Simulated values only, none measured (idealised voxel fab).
The document below concerns the process module designated voxel air gaps.
Xsec cut, 185 nm wide, square cell size 5 nm.
In what follows, cross-sections appear as grids of square cells, described through bands that run from the top down, where every band is one or more rows of cells. Per band: top height and bottom height in nm, followed by the left-to-right materials and their widths in nm; "full width" marks a single material spanning edge to edge, "air" marks empty space. Zero point of the height axis is 0; under it, received wafer = one material. Lowest band: continues down indefinitely, "0..down". You'd read "30..40" like this: the band's top row of cells is as wide as the first number, its bottom row is as wide as the second, and going down, every row changes width by the same amount as the row before did. The designation "same as before", where it is given for a processing step, indicates that no cell of the cross-section was altered in the course of that step. "Voids, enclosed" means: voids of 8 cells or more that are shut off from the top with no open way through. Written width x height at distance, distance from the left edge, in nm. Read whatever lies past the settings on a step's line as the simulator's own remark about the step. What "overlay nm" on a step's line means: if the step has a mask, that mask lay this far to the right of its planned place, or, when the value is negative, to the left.
This section lists the process steps that were planned
1,RECEIVE (material Si)
2,CONFORMAL_DEP (material SiO2; thk nm 10)
3,CONFORMAL_DEP (material SiN; thk nm 5)
4,DIRECTIONAL_DEP (material lowk; thk nm 40)
5,MASKED_ETCH (tone open; mask id LINES; width nm 20; pitch nm 50; etch materials lowk; depth nm 40; overlay nm 0)
6,CONFORMAL_DEP (material TiN; thk nm 5)
7,FILL_DEP (material Cu; thk nm 10)
8,CMP (height nm 55)
9,EPI (material Ru; thk nm 10)
10,SELECTIVE_ETCH (etch materials lowk; depth nm 50)
11,CONFORMAL_DEP (material SiCN; thk nm 5)
As-received wafer cross-section (after step 1)
> 0..down: Si full width
> Voids, enclosed: none
First of two wafers at the end of the module, shown in cross-section; run carried out as planned
> 70..65: air=15, then SiCN=150, then air=20
> 65..55: air=15, then SiCN=5, then Ru=40, then SiCN=10, then Ru=40, then SiCN=10, then Ru=40, then SiCN=5, then air=20
> 55..50: air=15, then SiCN=15, then TiN=5, then Cu=10, then TiN=5, then SiCN=30, then TiN=5, then Cu=10, then TiN=5, then SiCN=30, then TiN=5, then Cu=10, then TiN=5, then SiCN=15, then air=20
> 50..20: air=25, then SiCN=5, then TiN=5, then Cu=10, then TiN=5, then SiCN=5, then air=20, then SiCN=5, then TiN=5, then Cu=10, then TiN=5, then SiCN=5, then air=20, then SiCN=5, then TiN=5, then Cu=10, then TiN=5, then SiCN=5, then air=30
> 20..15: SiCN=30, then TiN=20, then SiCN=30, then TiN=20, then SiCN=30, then TiN=20, then SiCN=35
> 15..10: SiN full width
> 10..0: SiO2 full width
> 0..down: Si full width
> Voids, enclosed: 20 x 30 at 55; 20 x 30 at 105
Cross-section of the latter of the two wafers at module completion. It had an identical start and an identical plan to the former; in running it, one mistake was made
> 85..80: SiCN full width
> 80..70: Ru full width
> 70..60: Cu full width
> 60..55: TiN=35, then Cu=10, then TiN=40, then Cu=10, then TiN=40, then Cu=10, then TiN=40
> 55..20: lowk=30, then TiN=5, then Cu=10, then TiN=5, then lowk=30, then TiN=5, then Cu=10, then TiN=5, then lowk=30, then TiN=5, then Cu=10, then TiN=5, then lowk=35
> 20..15: lowk=30, then TiN=20, then lowk=30, then TiN=20, then lowk=30, then TiN=20, then lowk=35
> 15..10: SiN full width
> 10..0: SiO2 full width
> 0..down: Si full width
> Voids, enclosed: none
Against the plan, the run slipped here: no execution of plan step 8; skipped
Wrapping up, a cell-based count of both wafers puts the second over or under the first for these materials: Cu +80 | Ru +26 | SiCN -84 | TiN +31 | lowk +200
closed voids at the end (first wafer, second wafer): 2, 0
